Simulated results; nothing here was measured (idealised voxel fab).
The following is a process module called voxel capacitor over wiring.
The figure presents cross-section cut, which has a width of 265 nm and is divided into square cells with an edge length of 5 nm.
Throughout this document, each cross-section is represented as a grid of square cells and is presented as a sequence of bands enumerated from the top downward, where a band comprises one or more rows of cells. This entry defines a band. It first specifies the height of the band's top and the height of its bottom in nm, and then specifies the band's materials from left to right, stating each material with its width in nm. The word "edge to edge" identifies a single material that fills the band from edge to edge, while the word "air" identifies empty space. Counting heights begins at 0, where everything beneath is, in the wafer as received, one material. The lowest band has no bottom; it goes on downwards, as "0 nm and below" shows. You'd read "30 to 40" like this: the band's top row of cells is as wide as the first number, its bottom row is as wide as the second, and going down, every row changes width by the same amount as the row before did. Basically "no change" means that step didn't change any cell in the cross-section. "Closed void inventory" lists enclosed empty spaces (at least 8 cells, no open path upward to the top), each as width x height at distance from the left edge, in nm. If you see something after the settings on a step's line, that's the simulator's own remark about that step. overlay nm: how far to the right of its planned place the mask lay on this masked step (negative: to the left).
Steps planned for the process:
| 1 | RECEIVE (material Si) |
| 2 | CONFORMAL_DEP (material SiO2; thk nm 15) |
| 3 | CONFORMAL_DEP (material SiN; thk nm 5) |
| 4 | DIRECTIONAL_DEP (material SiO2; thk nm 20) |
| 5 | PATTERN (tone open; mask id METAL_1; material resist; width nm 30; pitch nm 80; thk nm 15; overlay nm 0) |
| 6 | DIRECTIONAL_ETCH (etch materials SiO2; depth nm 20) |
| 7 | DIRECTIONAL_ETCH (etch materials SiN; depth nm 5) |
| 8 | STRIP (etch materials resist) |
| 9 | CONFORMAL_DEP (material TiN; thk nm 5) |
| 10 | FILL_DEP (material Ru; thk nm 5) |
| 11 | CMP (height nm 40) |
| 12 | EPI (material Ru; thk nm 5) |
| 13 | FILL_DEP (material SiCN; thk nm 5) |
| 14 | DIRECTIONAL_DEP (material SiO2; thk nm 20) |
| 15 | MASKED_ETCH (tone open; mask id PLUG_1; width nm 15; etch materials SiO2; depth nm 20; overlay nm 0) |
| 16 | MASKED_ETCH (tone open; mask id PLUG_1; width nm 15; etch materials SiCN; depth nm 5; overlay nm 0) |
| 17 | EPI (material Ru; thk nm 10) |
| 18 | EPI (material Ru; thk nm 10) |
| 19 | EPI (material Ru; thk nm 5) |
| 20 | DIRECTIONAL_DEP (material TiN; thk nm 10) |
| 21 | DIRECTIONAL_DEP (material Al2O3; thk nm 5) |
| 22 | DIRECTIONAL_DEP (material TiN; thk nm 10) |
| 23 | DIRECTIONAL_DEP (material aC; thk nm 15) |
| 24 | PATTERN (tone cover; mask id UPPER_PLATE; material resist; width nm 55; thk nm 30; overlay nm 0) |
| 25 | DIRECTIONAL_ETCH (etch materials aC; depth nm 15) |
| 26 | STRIP (etch materials resist) |
| 27 | DIRECTIONAL_ETCH (etch materials TiN; depth nm 10) |
| 28 | DIRECTIONAL_ETCH (etch materials Al2O3; depth nm 5) |
| 29 | STRIP (etch materials aC) |
| 30 | MASKED_ETCH (tone cover; mask id LOWER_PLATE; width nm 65; etch materials TiN; depth nm 10; overlay nm 0) |
| 31 | FILL_DEP (material SiO2; thk nm 15) |
| 32 | CMP (height nm 105) |
| 33 | DIRECTIONAL_DEP (material aC; thk nm 5) |
| 34 | PATTERN (tone open; mask id PLUG_2; material resist; width nm 15; thk nm 30; overlay nm 0) |
| 35 | DIRECTIONAL_ETCH (etch materials aC; depth nm 10) |
| 36 | STRIP (etch materials resist) |
| 37 | DIRECTIONAL_ETCH (etch materials SiO2; depth nm 10) |
| 38 | STRIP (etch materials aC) |
| 39 | CONFORMAL_DEP (material TiN; thk nm 5) |
| 40 | FILL_DEP (material Cu; thk nm 5) |
| 41 | CMP (height nm 105) |
| 42 | CONFORMAL_DEP (material SiCN; thk nm 5) |
Wafers differ in thk nm at step 33; plan lists the first wafer's value; identical starting state.
Received condition of the first of several wafers, sectioned: post-step 1:
- 0 nm and below: Si edge to edge
- Closed void inventory: none
Cross-section after step 42, the final step of the module, for the first of several wafers:
- 110 nm to 105 nm: SiCN edge to edge
- 105 nm to 100 nm: SiO2=100, then TiN=5, then Cu=5, then TiN=5, then SiO2=150
- 100 nm to 95 nm: SiO2=100, then TiN=15, then SiO2=150
- 95 nm to 85 nm: SiO2=90, then TiN=55, then SiO2=120
- 85 nm to 80 nm: SiO2=90, then Al2O3=55, then SiO2=120
- 80 nm to 70 nm: SiO2=85, then TiN=65, then SiO2=115
- 70 nm to 50 nm: SiO2=90, then Ru=15, then SiO2=160
- 50 nm to 45 nm: SiCN=90, then Ru=15, then SiCN=160
- 45 nm to 40 nm: SiCN=70, then Ru=40, then SiCN=40, then Ru=40, then SiCN=75
- 40 nm to 20 nm: SiO2=75, then TiN=5, then Ru=20, then TiN=5, then SiO2=50, then TiN=5, then Ru=20, then TiN=5, then SiO2=80
- 20 nm to 15 nm: SiN=75, then TiN=30, then SiN=50, then TiN=30, then SiN=80
- 15 nm to 0 nm: SiO2 edge to edge
- 0 nm and below: Si edge to edge
- Closed void inventory: none
Last wafer x-sec, end of module:
- 110 nm to 105 nm: SiCN edge to edge
- 105 nm to 95 nm: SiO2 edge to edge
- 95 nm to 85 nm: SiO2=90, then TiN=55, then SiO2=120
- 85 nm to 80 nm: SiO2=90, then Al2O3=55, then SiO2=120
- 80 nm to 70 nm: SiO2=85, then TiN=65, then SiO2=115
- 70 nm to 50 nm: SiO2=90, then Ru=15, then SiO2=160
- 50 nm to 45 nm: SiCN=90, then Ru=15, then SiCN=160
- 45 nm to 40 nm: SiCN=70, then Ru=40, then SiCN=40, then Ru=40, then SiCN=75
- 40 nm to 20 nm: SiO2=75, then TiN=5, then Ru=20, then TiN=5, then SiO2=50, then TiN=5, then Ru=20, then TiN=5, then SiO2=80
- 20 nm to 15 nm: SiN=75, then TiN=30, then SiN=50, then TiN=30, then SiN=80
- 15 nm to 0 nm: SiO2 edge to edge
- 0 nm and below: Si edge to edge
- Closed void inventory: none
Note: the following table is arranged by wafer, a row apiece. Each row reports the end-of-module state: per material, cells gained (+) or cells lost (-) compared with the wafer as received; closed voids follow:
thk nm 5, +11 Al2O3, +1 Cu, +63 Ru, +140 SiCN, +41 SiN, +829 SiO2, +81 TiN, Closed void inventory: none
thk nm 10, +11 Al2O3, +1 Cu, +63 Ru, +140 SiCN, +41 SiN, +829 SiO2, +81 TiN, Closed void inventory: none
thk nm 15, +11 Al2O3, +63 Ru, +140 SiCN, +41 SiN, +835 SiO2, +76 TiN, Closed void inventory: none
thk nm 20, +11 Al2O3, +63 Ru, +140 SiCN, +41 SiN, +835 SiO2, +76 TiN, Closed void inventory: none
thk nm 25, +11 Al2O3, +63 Ru, +140 SiCN, +41 SiN, +835 SiO2, +76 TiN, Closed void inventory: none
